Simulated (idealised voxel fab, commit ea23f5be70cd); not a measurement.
process module | voxel ribs on slabs
cross-section cut | 190 nm wide | cells 5 nm
A cross-section is a grid of square cells, given in bands from the top down. A band is one or more rows of cells.
Each band's line starts with the height of the band's top and of its bottom, in nm. Then come its materials from left to right, each with its width in nm. One material with "throughout" fills the band from edge to edge. "air" is empty space.
Height 0 is the level under which the wafer as received is all one material. The lowest band goes on downwards, as in "0 down".
A width such as "30 to 40" changes by the same amount from each row of cells to the next, from the band's top row to its bottom row.
"no change" after a step means that no cell of the cross-section changed.
closed voids: empty space of 8 cells or more with no open way to the top, each as width x height at its distance from the left edge, in nm
after a step's settings: what the simulator itself notes on the step
overlay nm, on a step with a mask: how far to the right of its planned place the mask lay; to the left if negative
plan
1 op RECEIVE | material Si
2 op DIRECTIONAL_DEP | material SiO2 | thk nm 25
3 op DIRECTIONAL_DEP | material SiN | thk nm 15
4 op PATTERN | tone cover | mask id RIB | material resist | width nm 25 | thk nm 20 | overlay nm 0
5 op DIRECTIONAL_ETCH | etch materials SiN | depth nm 10
6 op STRIP | etch materials resist
7 op MASKED_ETCH | tone cover | mask id SLAB | width nm 75 | etch materials SiN | depth nm 5 | overlay nm 0
8 op FILL_DEP | material SiO2 | thk nm 15
9 op CMP | height nm 50
10 op DIRECTIONAL_DEP | material W | thk nm 5
11 op PATTERN | tone cover | mask id HEATER | material resist | width nm 35 | thk nm 20 | overlay nm 0
12 op DIRECTIONAL_ETCH | etch materials W | depth nm 5
13 op STRIP | etch materials resist
14 op CONFORMAL_DEP | material SiN | thk nm 10
as received, after step 1
  0 down: Si throughout
  closed voids: none
a wafer at the end: this start, this plan, one mistake
  65 to 60: air 70 | SiN 45 | air 75
  60 to 55: SiN throughout
  55 to 50: SiN 80 | W 25 | SiN 85
  50 to 40: SiO2 throughout
  40 to 30: SiO2 80 | SiN 25 | SiO2 85
  30 to 25: SiO2 55 | SiN 75 | SiO2 60
  25 to 0: SiO2 throughout
  0 down: Si throughout
  closed voids: none
what went wrong: step 11 ran as: op PATTERN | tone cover | mask id HEATER | material resist | width nm 25 | thk nm 20 | overlay nm 0
